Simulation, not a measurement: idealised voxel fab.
Process module in this document: voxel self aligned contacts
We display cut, a cross-section 265 nm in width whose square cells are each 5 nm.
Cross-sections here: square-cell grids, written as top-down lists of bands, a band being one or more rows of cells.
The band entry comprises the height of the band's top followed by the height of its bottom, expressed in nm, and subsequently the band's materials from left to right, each stated together with its width in nm. Where a single material is marked with the word "all across", that material fills the band from edge to edge. The word "blank" represents empty space.
Below 0: as-received wafer, all one material; heights counted from there. Lowest band: no bottom, goes on down, written "from 0 down".
The expression "30->40" gives the width at the extremes of the band, the first number at its top row of cells and the second at its bottom row, with the width changing by equal amounts from each row to the next in between.
Any step labelled "nothing different" changed none of the cells in the cross-section.
"closed voids" means: voids of 8 cells or more that are shut off from the top with no open way through. Written width x height at distance, distance from the left edge, in nm.
Anything after a step's settings on that line? It's the simulator's own note about the step.
overlay nm: right-of-plan distance of the mask on a masked step; negative values mean left-of-plan.
Reading guide: pairs of cross-sections, before and after one process step; after view cut off at lowest changed band; step and settings listed under each pair. Pairs may stem from different runs of this module on the same starting wafer; continuity with the pair above only where the "Before the process" entry states it.

### Before the process
  from 0 down = Si all across
  closed voids: none

### Cut View, Post-Step
  from 0 to -5 = SiO2 all across
  No changes below -5.
  closed voids: none
Which step turns the before cross-section above into the after cross-section? OXIDIZE (depth nm 5)

Before the process: after-step cross-section of the pair just above applies.

### Cut View, Post-Step
  from 30 to 0 = polySi all across
  No changes below 0.
  closed voids: none
Which step turns the before cross-section above into the after cross-section? DIRECTIONAL_DEP (material polySi; thk nm 30)

Before the process: after-step cross-section of the pair just above applies.

### Cut View, Post-Step
  from 50 to 30 = SiN all across
  No changes below 30.
  closed voids: none
Which step turns the before cross-section above into the after cross-section? DIRECTIONAL_DEP (material SiN; thk nm 20)

Before the process: after-step cross-section of the pair just above applies.

### Cut View, Post-Step
  from 65 to 50 = aC all across
  No changes below 50.
  closed voids: none
Which step turns the before cross-section above into the after cross-section? DIRECTIONAL_DEP (material aC; thk nm 15)

Before the process: after-step cross-section of the pair just above applies.

### Cut View, Post-Step
  from 95 to 65 = blank: 80 / resist: 35 / blank: 35 / resist: 35 / blank: 80
  No changes below 65.
  closed voids: none
Which step turns the before cross-section above into the after cross-section? PATTERN (tone cover; mask id GATE; material resist; width nm 35; pitch nm 70; thk nm 30; overlay nm 0)

Before the process: after-step cross-section of the pair just above applies.

### Cut View, Post-Step
  from 80 to 65 = blank: 80 / resist: 35 / blank: 35 / resist: 35 / blank: 80
  from 65 to 50 = blank: 80 / aC: 35 / blank: 35 / aC: 35 / blank: 80
  No changes below 50.
  closed voids: none
Which step turns the before cross-section above into the after cross-section? DIRECTIONAL_ETCH (etch materials aC; depth nm 15)

Before the process: after-step cross-section of the pair just above applies.

### Cut View, Post-Step
  from 65 to 50 = blank: 80 / aC: 35 / blank: 35 / aC: 35 / blank: 80
  No changes below 50.
  closed voids: none
Which step turns the before cross-section above into the after cross-section? STRIP (etch materials resist)

Before the process: after-step cross-section of the pair just above applies.

### Cut View, Post-Step
  from 65 to 50 = blank: 80 / aC: 35 / blank: 35 / aC: 35 / blank: 80
  from 50 to 30 = blank: 80 / SiN: 35 / blank: 35 / SiN: 35 / blank: 80
  No changes below 30.
  closed voids: none
Which step turns the before cross-section above into the after cross-section? DIRECTIONAL_ETCH (etch materials SiN; depth nm 20)

Before the process: after-step cross-section of the pair just above applies.

### Cut View, Post-Step
  from 65 to 50 = blank: 80 / aC: 35 / blank: 35 / aC: 35 / blank: 80
  from 50 to 30 = blank: 80 / SiN: 35 / blank: 35 / SiN: 35 / blank: 80
  from 30 to 0 = blank: 80 / polySi: 35 / blank: 35 / polySi: 35 / blank: 80
  No changes below 0.
  closed voids: none
Which step turns the before cross-section above into the after cross-section? DIRECTIONAL_ETCH (etch materials polySi; depth nm 30)

Before the process: after-step cross-section of the pair just above applies.

### Cut View, Post-Step
  from 50 to 30 = blank: 80 / SiN: 35 / blank: 35 / SiN: 35 / blank: 80
  No changes below 30.
  closed voids: none
Which step turns the before cross-section above into the after cross-section? STRIP (etch materials aC)

Before the process: after-step cross-section of the pair just above applies.

### Cut View, Post-Step
  from 55 to 30 = blank: 75 / SiN: 45 / blank: 25 / SiN: 45 / blank: 75
  from 30 to 5 = blank: 75 / SiN: 5 / polySi: 35 / SiN: 5 / blank: 25 / SiN: 5 / polySi: 35 / SiN: 5 / blank: 75
  from 5 to 0 = SiN: 80 / polySi: 35 / SiN: 35 / polySi: 35 / SiN: 80
  No changes below 0.
  closed voids: none
Which step turns the before cross-section above into the after cross-section? CONFORMAL_DEP (material SiN; thk nm 5)

Before the process: after-step cross-section of the pair just above applies.

### Cut View, Post-Step
  from 50 to 30 = blank: 75 / SiN: 45 / blank: 25 / SiN: 45 / blank: 75
  from 30 to 0 = blank: 75 / SiN: 5 / polySi: 35 / SiN: 5 / blank: 25 / SiN: 5 / polySi: 35 / SiN: 5 / blank: 75
  No changes below 0.
  closed voids: none
Which step turns the before cross-section above into the after cross-section? DIRECTIONAL_ETCH (etch materials SiN; depth nm 5)

Before the process: after-step cross-section of the pair just above applies.

### Cut View, Post-Step
  from 60 to 50 = SiO2 all across
  from 50 to 30 = SiO2: 75 / SiN: 45 / SiO2: 25 / SiN: 45 / SiO2: 75
  from 30 to 0 = SiO2: 75 / SiN: 5 / polySi: 35 / SiN: 5 / SiO2: 25 / SiN: 5 / polySi: 35 / SiN: 5 / SiO2: 75
  No changes below 0.
  closed voids: none
Which step turns the before cross-section above into the after cross-section? FILL_DEP (material SiO2; thk nm 10)

Before the process: after-step cross-section of the pair just above applies.

### Cut View, Post-Step
  from 55 to 50 = SiO2 all across
  No changes below 50.
  closed voids: none
Which step turns the before cross-section above into the after cross-section? CMP (height nm 55)

Before the process: after-step cross-section of the pair just above applies.

### Cut View, Post-Step
  from 70 to 55 = resist: 105 / blank: 55 / resist: 105
  No changes below 55.
  closed voids: none
Which step turns the before cross-section above into the after cross-section? PATTERN (tone open; mask id CONTACT; material resist; width nm 55; thk nm 15; overlay nm 0)

Before the process: after-step cross-section of the pair just above applies.

### Cut View, Post-Step
  from 70 to 55 = resist: 105 / blank: 55 / resist: 105
  from 55 to 50 = SiO2: 105 / blank: 55 / SiO2: 105
  from 50 to 30 = SiO2: 75 / SiN: 45 / blank: 25 / SiN: 45 / SiO2: 75
  from 30 to 0 = SiO2: 75 / SiN: 5 / polySi: 35 / SiN: 5 / blank: 25 / SiN: 5 / polySi: 35 / SiN: 5 / SiO2: 75
  from 0 to -5 = SiO2: 120 / blank: 25 / SiO2: 120
  No changes below -5.
  closed voids: none
Which step turns the before cross-section above into the after cross-section? DIRECTIONAL_ETCH (etch materials SiO2; depth nm 60)

Before the process: after-step cross-section of the pair just above applies.

### Cut View, Post-Step
  from 55 to 50 = SiO2: 105 / blank: 55 / SiO2: 105
  No changes below 50.
  closed voids: none
Which step turns the before cross-section above into the after cross-section? STRIP (etch materials resist)

Before the process: after-step cross-section of the pair just above applies.

### Cut View, Post-Step
  from 60 to 55 = TiN: 110 / blank: 45 / TiN: 110
  from 55 to 50 = SiO2: 105 / TiN: 20 / blank: 15 / TiN: 20 / SiO2: 105
  from 50 to 30 = SiO2: 75 / SiN: 45 / TiN: 5 / blank: 15 / TiN: 5 / SiN: 45 / SiO2: 75
  from 30 to 0 = SiO2: 75 / SiN: 5 / polySi: 35 / SiN: 5 / TiN: 5 / blank: 15 / TiN: 5 / SiN: 5 / polySi: 35 / SiN: 5 / SiO2: 75
  from 0 to -5 = SiO2: 120 / TiN: 25 / SiO2: 120
  No changes below -5.
  closed voids: none
Which step turns the before cross-section above into the after cross-section? CONFORMAL_DEP (material TiN; thk nm 5)

Before the process: after-step cross-section of the pair just above applies.

### Cut View, Post-Step
  from 70 to 60 = Ru all across
  from 60 to 55 = TiN: 110 / Ru: 45 / TiN: 110
  from 55 to 50 = SiO2: 105 / TiN: 20 / Ru: 15 / TiN: 20 / SiO2: 105
  from 50 to 30 = SiO2: 75 / SiN: 45 / TiN: 5 / Ru: 15 / TiN: 5 / SiN: 45 / SiO2: 75
  from 30 to 0 = SiO2: 75 / SiN: 5 / polySi: 35 / SiN: 5 / TiN: 5 / Ru: 15 / TiN: 5 / SiN: 5 / polySi: 35 / SiN: 5 / SiO2: 75
  No changes below 0.
  closed voids: none
Which step turns the before cross-section above into the after cross-section? FILL_DEP (material Ru; thk nm 10)

Before the process: after-step cross-section of the pair just above applies.

### Cut View, Post-Step
  from 55 to 50 = SiO2: 105 / TiN: 20 / Ru: 15 / TiN: 20 / SiO2: 105
  No changes below 50.
  closed voids: none
Which step turns the before cross-section above into the after cross-section? CMP (height nm 55)

Before the process: after-step cross-section of the pair just above applies.

### Cut View, Post-Step
  from 60 to 55 = SiN all across
  No changes below 55.
  closed voids: none
Which step turns the before cross-section above into the after cross-section? CONFORMAL_DEP (material SiN; thk nm 5)

### Before the process
  from 70 to 60 = Ru all across
  from 60 to 55 = TiN: 110 / Ru: 45 / TiN: 110
  from 55 to 50 = SiO2: 105 / TiN: 20 / Ru: 15 / TiN: 20 / SiO2: 105
  from 50 to 30 = SiO2: 75 / SiN: 45 / TiN: 5 / Ru: 15 / TiN: 5 / SiN: 45 / SiO2: 75
  from 30 to 0 = SiO2: 75 / SiN: 5 / polySi: 35 / SiN: 5 / TiN: 5 / Ru: 15 / TiN: 5 / SiN: 5 / polySi: 35 / SiN: 5 / SiO2: 75
  from 0 to -5 = SiO2: 120 / TiN: 25 / SiO2: 120
  from -5 down = Si all across
  closed voids: none

### Cut View, Post-Step
  from 75 to 70 = SiN all across
  No changes below 70.
  closed voids: none
Which step turns the before cross-section above into the after cross-section? CONFORMAL_DEP (material SiN; thk nm 5)

### Before the process
  from 30 to 0 = polySi all across
  from 0 to -5 = SiO2 all across
  from -5 down = Si all across
  closed voids: none

### Cut View, Post-Step
  from 60 to 0 = polySi all across
  No changes below 0.
  closed voids: none
Which step turns the before cross-section above into the after cross-section? DIRECTIONAL_DEP (material polySi; thk nm 30)

Before the process: after-step cross-section of the pair just above applies.

### Cut View, Post-Step
  from 80 to 60 = SiN all across
  No changes below 60.
  closed voids: none
Which step turns the before cross-section above into the after cross-section? DIRECTIONAL_DEP (material SiN; thk nm 20)

Before the process: after-step cross-section of the pair just above applies.

### Cut View, Post-Step
  from 95 to 80 = aC all across
  No changes below 80.
  closed voids: none
Which step turns the before cross-section above into the after cross-section? DIRECTIONAL_DEP (material aC; thk nm 15)

Before the process: after-step cross-section of the pair just above applies.

### Cut View, Post-Step
  from 125 to 95 = blank: 80 / resist: 35 / blank: 35 / resist: 35 / blank: 80
  No changes below 95.
  closed voids: none
Which step turns the before cross-section above into the after cross-section? PATTERN (tone cover; mask id GATE; material resist; width nm 35; pitch nm 70; thk nm 30; overlay nm 0)

Before the process: after-step cross-section of the pair just above applies.

### Cut View, Post-Step
  from 110 to 95 = blank: 80 / resist: 35 / blank: 35 / resist: 35 / blank: 80
  from 95 to 80 = blank: 80 / aC: 35 / blank: 35 / aC: 35 / blank: 80
  No changes below 80.
  closed voids: none
Which step turns the before cross-section above into the after cross-section? DIRECTIONAL_ETCH (etch materials aC; depth nm 15)

Before the process: after-step cross-section of the pair just above applies.

### Cut View, Post-Step
  from 95 to 80 = blank: 80 / aC: 35 / blank: 35 / aC: 35 / blank: 80
  No changes below 80.
  closed voids: none
Which step turns the before cross-section above into the after cross-section? STRIP (etch materials resist)

Before the process: after-step cross-section of the pair just above applies.

### Cut View, Post-Step
  from 95 to 80 = blank: 80 / aC: 35 / blank: 35 / aC: 35 / blank: 80
  from 80 to 60 = blank: 80 / SiN: 35 / blank: 35 / SiN: 35 / blank: 80
  No changes below 60.
  closed voids: none
Which step turns the before cross-section above into the after cross-section? DIRECTIONAL_ETCH (etch materials SiN; depth nm 20)

Before the process: after-step cross-section of the pair just above applies.

### Cut View, Post-Step
  from 95 to 80 = blank: 80 / aC: 35 / blank: 35 / aC: 35 / blank: 80
  from 80 to 60 = blank: 80 / SiN: 35 / blank: 35 / SiN: 35 / blank: 80
  from 60 to 30 = blank: 80 / polySi: 35 / blank: 35 / polySi: 35 / blank: 80
  No changes below 30.
  closed voids: none
Which step turns the before cross-section above into the after cross-section? DIRECTIONAL_ETCH (etch materials polySi; depth nm 30)

Before the process: after-step cross-section of the pair just above applies.

### Cut View, Post-Step
  from 80 to 60 = blank: 80 / SiN: 35 / blank: 35 / SiN: 35 / blank: 80
  No changes below 60.
  closed voids: none
Which step turns the before cross-section above into the after cross-section? STRIP (etch materials aC)

Before the process: after-step cross-section of the pair just above applies.

### Cut View, Post-Step
  from 85 to 60 = blank: 75 / SiN: 45 / blank: 25 / SiN: 45 / blank: 75
  from 60 to 35 = blank: 75 / SiN: 5 / polySi: 35 / SiN: 5 / blank: 25 / SiN: 5 / polySi: 35 / SiN: 5 / blank: 75
  from 35 to 30 = SiN: 80 / polySi: 35 / SiN: 35 / polySi: 35 / SiN: 80
  No changes below 30.
  closed voids: none
Which step turns the before cross-section above into the after cross-section? CONFORMAL_DEP (material SiN; thk nm 5)

Before the process: after-step cross-section of the pair just above applies.

### Cut View, Post-Step
  from 80 to 60 = blank: 75 / SiN: 45 / blank: 25 / SiN: 45 / blank: 75
  from 60 to 30 = blank: 75 / SiN: 5 / polySi: 35 / SiN: 5 / blank: 25 / SiN: 5 / polySi: 35 / SiN: 5 / blank: 75
  No changes below 30.
  closed voids: none
Which step turns the before cross-section above into the after cross-section? DIRECTIONAL_ETCH (etch materials SiN; depth nm 5)

Before the process: after-step cross-section of the pair just above applies.

### Cut View, Post-Step
  from 90 to 80 = SiO2 all across
  from 80 to 60 = SiO2: 75 / SiN: 45 / SiO2: 25 / SiN: 45 / SiO2: 75
  from 60 to 30 = SiO2: 75 / SiN: 5 / polySi: 35 / SiN: 5 / SiO2: 25 / SiN: 5 / polySi: 35 / SiN: 5 / SiO2: 75
  No changes below 30.
  closed voids: none
Which step turns the before cross-section above into the after cross-section? FILL_DEP (material SiO2; thk nm 10)

Before the process: after-step cross-section of the pair just above applies.

### Cut View, Post-Step
  from 55 to 30 = SiO2: 75 / SiN: 5 / polySi: 35 / SiN: 5 / SiO2: 25 / SiN: 5 / polySi: 35 / SiN: 5 / SiO2: 75
  No changes below 30.
  closed voids: none
Which step turns the before cross-section above into the after cross-section? CMP (height nm 55)

Before the process: after-step cross-section of the pair just above applies.

### Cut View, Post-Step
  from 70 to 55 = resist: 105 / blank: 55 / resist: 105
  No changes below 55.
  closed voids: none
Which step turns the before cross-section above into the after cross-section? PATTERN (tone open; mask id CONTACT; material resist; width nm 55; thk nm 15; overlay nm 0)

Before the process: after-step cross-section of the pair just above applies.

### Cut View, Post-Step
  from 70 to 55 = resist: 105 / blank: 55 / resist: 105
  from 55 to 30 = SiO2: 75 / SiN: 5 / polySi: 35 / SiN: 5 / blank: 25 / SiN: 5 / polySi: 35 / SiN: 5 / SiO2: 75
  No changes below 30.
  closed voids: none
Which step turns the before cross-section above into the after cross-section? DIRECTIONAL_ETCH (etch materials SiO2; depth nm 60)

Before the process: after-step cross-section of the pair just above applies.

### Cut View, Post-Step
  from 55 to 30 = SiO2: 75 / SiN: 5 / polySi: 35 / SiN: 5 / blank: 25 / SiN: 5 / polySi: 35 / SiN: 5 / SiO2: 75
  No changes below 30.
  closed voids: none
Which step turns the before cross-section above into the after cross-section? STRIP (etch materials resist)

Before the process: after-step cross-section of the pair just above applies.

### Cut View, Post-Step
  from 60 to 55 = TiN: 125 / blank: 15 / TiN: 125
  from 55 to 35 = SiO2: 75 / SiN: 5 / polySi: 35 / SiN: 5 / TiN: 5 / blank: 15 / TiN: 5 / SiN: 5 / polySi: 35 / SiN: 5 / SiO2: 75
  from 35 to 30 = SiO2: 75 / SiN: 5 / polySi: 35 / SiN: 5 / TiN: 25 / SiN: 5 / polySi: 35 / SiN: 5 / SiO2: 75
  No changes below 30.
  closed voids: none
Which step turns the before cross-section above into the after cross-section? CONFORMAL_DEP (material TiN; thk nm 5)

Before the process: after-step cross-section of the pair just above applies.

### Cut View, Post-Step
  from 70 to 60 = Ru all across
  from 60 to 55 = TiN: 125 / Ru: 15 / TiN: 125
  from 55 to 35 = SiO2: 75 / SiN: 5 / polySi: 35 / SiN: 5 / TiN: 5 / Ru: 15 / TiN: 5 / SiN: 5 / polySi: 35 / SiN: 5 / SiO2: 75
  No changes below 35.
  closed voids: none
Which step turns the before cross-section above into the after cross-section? FILL_DEP (material Ru; thk nm 10)

Before the process: after-step cross-section of the pair just above applies.

### Cut View, Post-Step
  from 55 to 35 = SiO2: 75 / SiN: 5 / polySi: 35 / SiN: 5 / TiN: 5 / Ru: 15 / TiN: 5 / SiN: 5 / polySi: 35 / SiN: 5 / SiO2: 75
  No changes below 35.
  closed voids: none
Which step turns the before cross-section above into the after cross-section? CMP (height nm 55)

Before the process: after-step cross-section of the pair just above applies.

### Cut View, Post-Step
  from 60 to 55 = SiN all across
  No changes below 55.
  closed voids: none
Which step turns the before cross-section above into the after cross-section? CONFORMAL_DEP (material SiN; thk nm 5)

### Before the process
  from 0 to -5 = SiO2 all across
  from -5 down = Si all across
  closed voids: none

### Cut View, Post-Step
  from 20 to 0 = SiN all across
  No changes below 0.
  closed voids: none
Which step turns the before cross-section above into the after cross-section? DIRECTIONAL_DEP (material SiN; thk nm 20)

Before the process: after-step cross-section of the pair just above applies.

### Cut View, Post-Step
  from 50 to 20 = polySi all across
  No changes below 20.
  closed voids: none
Which step turns the before cross-section above into the after cross-section? DIRECTIONAL_DEP (material polySi; thk nm 30)

Before the process: after-step cross-section of the pair just above applies.

### Cut View, Post-Step
  from 65 to 50 = aC all across
  No changes below 50.
  closed voids: none
Which step turns the before cross-section above into the after cross-section? DIRECTIONAL_DEP (material aC; thk nm 15)

Before the process: after-step cross-section of the pair just above applies.

### Cut View, Post-Step
  from 95 to 65 = blank: 80 / resist: 35 / blank: 35 / resist: 35 / blank: 80
  No changes below 65.
  closed voids: none
Which step turns the before cross-section above into the after cross-section? PATTERN (tone cover; mask id GATE; material resist; width nm 35; pitch nm 70; thk nm 30; overlay nm 0)

Before the process: after-step cross-section of the pair just above applies.

### Cut View, Post-Step
  from 80 to 65 = blank: 80 / resist: 35 / blank: 35 / resist: 35 / blank: 80
  from 65 to 50 = blank: 80 / aC: 35 / blank: 35 / aC: 35 / blank: 80
  No changes below 50.
  closed voids: none
Which step turns the before cross-section above into the after cross-section? DIRECTIONAL_ETCH (etch materials aC; depth nm 15)

Before the process: after-step cross-section of the pair just above applies.

### Cut View, Post-Step
  from 65 to 50 = blank: 80 / aC: 35 / blank: 35 / aC: 35 / blank: 80
  No changes below 50.
  closed voids: none
Which step turns the before cross-section above into the after cross-section? STRIP (etch materials resist)

Before the process: after-step cross-section of the pair just above applies.

### Cut View, Post-Step
  from 65 to 50 = blank: 80 / aC: 35 / blank: 35 / aC: 35 / blank: 80
  from 50 to 20 = blank: 80 / polySi: 35 / blank: 35 / polySi: 35 / blank: 80
  No changes below 20.
  closed voids: none
Which step turns the before cross-section above into the after cross-section? DIRECTIONAL_ETCH (etch materials polySi; depth nm 30)

Before the process: after-step cross-section of the pair just above applies.

### Cut View, Post-Step
  from 50 to 20 = blank: 80 / polySi: 35 / blank: 35 / polySi: 35 / blank: 80
  No changes below 20.
  closed voids: none
Which step turns the before cross-section above into the after cross-section? STRIP (etch materials aC)

Before the process: after-step cross-section of the pair just above applies.

### Cut View, Post-Step
  from 55 to 50 = blank: 75 / SiN: 45 / blank: 25 / SiN: 45 / blank: 75
  from 50 to 25 = blank: 75 / SiN: 5 / polySi: 35 / SiN: 5 / blank: 25 / SiN: 5 / polySi: 35 / SiN: 5 / blank: 75
  from 25 to 20 = SiN: 80 / polySi: 35 / SiN: 35 / polySi: 35 / SiN: 80
  No changes below 20.
  closed voids: none
Which step turns the before cross-section above into the after cross-section? CONFORMAL_DEP (material SiN; thk nm 5)

Before the process: after-step cross-section of the pair just above applies.

### Cut View, Post-Step
  from 50 to 20 = blank: 75 / SiN: 5 / polySi: 35 / SiN: 5 / blank: 25 / SiN: 5 / polySi: 35 / SiN: 5 / blank: 75
  No changes below 20.
  closed voids: none
Which step turns the before cross-section above into the after cross-section? DIRECTIONAL_ETCH (etch materials SiN; depth nm 5)

Before the process: after-step cross-section of the pair just above applies.

### Cut View, Post-Step
  from 60 to 50 = SiO2 all across
  from 50 to 20 = SiO2: 75 / SiN: 5 / polySi: 35 / SiN: 5 / SiO2: 25 / SiN: 5 / polySi: 35 / SiN: 5 / SiO2: 75
  No changes below 20.
  closed voids: none
Which step turns the before cross-section above into the after cross-section? FILL_DEP (material SiO2; thk nm 10)

Before the process: after-step cross-section of the pair just above applies.

### Cut View, Post-Step
  from 55 to 50 = SiO2 all across
  No changes below 50.
  closed voids: none
Which step turns the before cross-section above into the after cross-section? CMP (height nm 55)

Before the process: after-step cross-section of the pair just above applies.

### Cut View, Post-Step
  from 70 to 55 = resist: 105 / blank: 55 / resist: 105
  No changes below 55.
  closed voids: none
Which step turns the before cross-section above into the after cross-section? PATTERN (tone open; mask id CONTACT; material resist; width nm 55; thk nm 15; overlay nm 0)

Before the process: after-step cross-section of the pair just above applies.

### Cut View, Post-Step
  from 70 to 55 = resist: 105 / blank: 55 / resist: 105
  from 55 to 50 = SiO2: 105 / blank: 55 / SiO2: 105
  from 50 to 20 = SiO2: 75 / SiN: 5 / polySi: 35 / SiN: 5 / blank: 25 / SiN: 5 / polySi: 35 / SiN: 5 / SiO2: 75
  No changes below 20.
  closed voids: none
Which step turns the before cross-section above into the after cross-section? DIRECTIONAL_ETCH (etch materials SiO2; depth nm 60)

Before the process: after-step cross-section of the pair just above applies.

### Cut View, Post-Step
  from 55 to 50 = SiO2: 105 / blank: 55 / SiO2: 105
  No changes below 50.
  closed voids: none
Which step turns the before cross-section above into the after cross-section? STRIP (etch materials resist)

Before the process: after-step cross-section of the pair just above applies.

### Cut View, Post-Step
  from 60 to 55 = TiN: 110 / blank: 45 / TiN: 110
  from 55 to 50 = SiO2: 105 / TiN: 20 / blank: 15 / TiN: 20 / SiO2: 105
  from 50 to 25 = SiO2: 75 / SiN: 5 / polySi: 35 / SiN: 5 / TiN: 5 / blank: 15 / TiN: 5 / SiN: 5 / polySi: 35 / SiN: 5 / SiO2: 75
  from 25 to 20 = SiO2: 75 / SiN: 5 / polySi: 35 / SiN: 5 / TiN: 25 / SiN: 5 / polySi: 35 / SiN: 5 / SiO2: 75
  No changes below 20.
  closed voids: none
Which step turns the before cross-section above into the after cross-section? CONFORMAL_DEP (material TiN; thk nm 5)

Before the process: after-step cross-section of the pair just above applies.

### Cut View, Post-Step
  from 70 to 60 = Ru all across
  from 60 to 55 = TiN: 110 / Ru: 45 / TiN: 110
  from 55 to 50 = SiO2: 105 / TiN: 20 / Ru: 15 / TiN: 20 / SiO2: 105
  from 50 to 25 = SiO2: 75 / SiN: 5 / polySi: 35 / SiN: 5 / TiN: 5 / Ru: 15 / TiN: 5 / SiN: 5 / polySi: 35 / SiN: 5 / SiO2: 75
  No changes below 25.
  closed voids: none
Which step turns the before cross-section above into the after cross-section? FILL_DEP (material Ru; thk nm 10)

Before the process: after-step cross-section of the pair just above applies.

### Cut View, Post-Step
  from 55 to 50 = SiO2: 105 / TiN: 20 / Ru: 15 / TiN: 20 / SiO2: 105
  No changes below 50.
  closed voids: none
Which step turns the before cross-section above into the after cross-section? CMP (height nm 55)

Before the process: after-step cross-section of the pair just above applies.

### Cut View, Post-Step
  from 60 to 55 = SiN all across
  No changes below 55.
  closed voids: none
Which step turns the before cross-section above into the after cross-section? CONFORMAL_DEP (material SiN; thk nm 5)

### Before the process
  from 60 to 50 = SiO2 all across
  from 50 to 30 = SiO2: 75 / SiN: 45 / SiO2: 25 / SiN: 45 / SiO2: 75
  from 30 to 0 = SiO2: 75 / SiN: 5 / polySi: 35 / SiN: 5 / SiO2: 25 / SiN: 5 / polySi: 35 / SiN: 5 / SiO2: 75
  from 0 to -5 = SiO2 all across
  from -5 down = Si all across
  closed voids: none

### Cut View, Post-Step
  from 50 to 30 = SiO2: 75 / SiN: 45 / SiO2: 25 / SiN: 45 / SiO2: 75
  No changes below 30.
  closed voids: none
Which step turns the before cross-section above into the after cross-section? CMP (height nm 50)

Before the process: after-step cross-section of the pair just above applies.

### Cut View, Post-Step
  from 65 to 50 = resist: 105 / blank: 55 / resist: 105
  No changes below 50.
  closed voids: none
Which step turns the before cross-section above into the after cross-section? PATTERN (tone open; mask id CONTACT; material resist; width nm 55; thk nm 15; overlay nm 0)

Before the process: after-step cross-section of the pair just above applies.

### Cut View, Post-Step
  from 65 to 50 = resist: 105 / blank: 55 / resist: 105
  from 50 to 30 = SiO2: 75 / SiN: 45 / blank: 25 / SiN: 45 / SiO2: 75
  from 30 to 0 = SiO2: 75 / SiN: 5 / polySi: 35 / SiN: 5 / blank: 25 / SiN: 5 / polySi: 35 / SiN: 5 / SiO2: 75
  from 0 to -5 = SiO2: 120 / blank: 25 / SiO2: 120
  No changes below -5.
  closed voids: none
Which step turns the before cross-section above into the after cross-section? DIRECTIONAL_ETCH (etch materials SiO2; depth nm 60)

Before the process: after-step cross-section of the pair just above applies.

### Cut View, Post-Step
  from 50 to 30 = SiO2: 75 / SiN: 45 / blank: 25 / SiN: 45 / SiO2: 75
  No changes below 30.
  closed voids: none
Which step turns the before cross-section above into the after cross-section? STRIP (etch materials resist)

Before the process: after-step cross-section of the pair just above applies.

### Cut View, Post-Step
  from 55 to 50 = TiN: 125 / blank: 15 / TiN: 125
  from 50 to 30 = SiO2: 75 / SiN: 45 / TiN: 5 / blank: 15 / TiN: 5 / SiN: 45 / SiO2: 75
  from 30 to 0 = SiO2: 75 / SiN: 5 / polySi: 35 / SiN: 5 / TiN: 5 / blank: 15 / TiN: 5 / SiN: 5 / polySi: 35 / SiN: 5 / SiO2: 75
  from 0 to -5 = SiO2: 120 / TiN: 25 / SiO2: 120
  No changes below -5.
  closed voids: none
Which step turns the before cross-section above into the after cross-section? CONFORMAL_DEP (material TiN; thk nm 5)

Before the process: after-step cross-section of the pair just above applies.

### Cut View, Post-Step
  from 65 to 55 = Ru all across
  from 55 to 50 = TiN: 125 / Ru: 15 / TiN: 125
  from 50 to 30 = SiO2: 75 / SiN: 45 / TiN: 5 / Ru: 15 / TiN: 5 / SiN: 45 / SiO2: 75
  from 30 to 0 = SiO2: 75 / SiN: 5 / polySi: 35 / SiN: 5 / TiN: 5 / Ru: 15 / TiN: 5 / SiN: 5 / polySi: 35 / SiN: 5 / SiO2: 75
  No changes below 0.
  closed voids: none
Which step turns the before cross-section above into the after cross-section? FILL_DEP (material Ru; thk nm 10)

Before the process: after-step cross-section of the pair just above applies.

### Cut View, Post-Step
  from 55 to 50 = TiN: 125 / Ru: 15 / TiN: 125
  No changes below 50.
  closed voids: none
Which step turns the before cross-section above into the after cross-section? CMP (height nm 55)

Before the process: after-step cross-section of the pair just above applies.

### Cut View, Post-Step
  from 60 to 55 = SiN all across
  No changes below 55.
  closed voids: none
Which step turns the before cross-section above into the after cross-section? CONFORMAL_DEP (material SiN; thk nm 5)

### Before the process
  from 65 to 50 = aC all across
  from 50 to 30 = SiN all across
  from 30 to 0 = polySi all across
  from 0 to -5 = SiO2 all across
  from -5 down = Si all across
  closed voids: none

### Cut View, Post-Step
  from 95 to 65 = blank: 85 / resist: 25 / blank: 45 / resist: 25 / blank: 85
  No changes below 65.
  closed voids: none
Which step turns the before cross-section above into the after cross-section? PATTERN (tone cover; mask id GATE; material resist; width nm 25; pitch nm 70; thk nm 30; overlay nm 0)

Before the process: after-step cross-section of the pair just above applies.

### Cut View, Post-Step
  from 80 to 65 = blank: 85 / resist: 25 / blank: 45 / resist: 25 / blank: 85
  from 65 to 50 = blank: 85 / aC: 25 / blank: 45 / aC: 25 / blank: 85
  No changes below 50.
  closed voids: none
Which step turns the before cross-section above into the after cross-section? DIRECTIONAL_ETCH (etch materials aC; depth nm 15)

Before the process: after-step cross-section of the pair just above applies.

### Cut View, Post-Step
  from 65 to 50 = blank: 85 / aC: 25 / blank: 45 / aC: 25 / blank: 85
  No changes below 50.
  closed voids: none
Which step turns the before cross-section above into the after cross-section? STRIP (etch materials resist)

Before the process: after-step cross-section of the pair just above applies.

### Cut View, Post-Step
  from 65 to 50 = blank: 85 / aC: 25 / blank: 45 / aC: 25 / blank: 85
  from 50 to 30 = blank: 85 / SiN: 25 / blank: 45 / SiN: 25 / blank: 85
  No changes below 30.
  closed voids: none
Which step turns the before cross-section above into the after cross-section? DIRECTIONAL_ETCH (etch materials SiN; depth nm 20)

Before the process: after-step cross-section of the pair just above applies.

### Cut View, Post-Step
  from 65 to 50 = blank: 85 / aC: 25 / blank: 45 / aC: 25 / blank: 85
  from 50 to 30 = blank: 85 / SiN: 25 / blank: 45 / SiN: 25 / blank: 85
  from 30 to 0 = blank: 85 / polySi: 25 / blank: 45 / polySi: 25 / blank: 85
  No changes below 0.
  closed voids: none
Which step turns the before cross-section above into the after cross-section? DIRECTIONAL_ETCH (etch materials polySi; depth nm 30)

Before the process: after-step cross-section of the pair just above applies.

### Cut View, Post-Step
  from 50 to 30 = blank: 85 / SiN: 25 / blank: 45 / SiN: 25 / blank: 85
  No changes below 30.
  closed voids: none
Which step turns the before cross-section above into the after cross-section? STRIP (etch materials aC)

Before the process: after-step cross-section of the pair just above applies.

### Cut View, Post-Step
  from 55 to 30 = blank: 80 / SiN: 35 / blank: 35 / SiN: 35 / blank: 80
  from 30 to 5 = blank: 80 / SiN: 5 / polySi: 25 / SiN: 5 / blank: 35 / SiN: 5 / polySi: 25 / SiN: 5 / blank: 80
  from 5 to 0 = SiN: 85 / polySi: 25 / SiN: 45 / polySi: 25 / SiN: 85
  No changes below 0.
  closed voids: none
Which step turns the before cross-section above into the after cross-section? CONFORMAL_DEP (material SiN; thk nm 5)
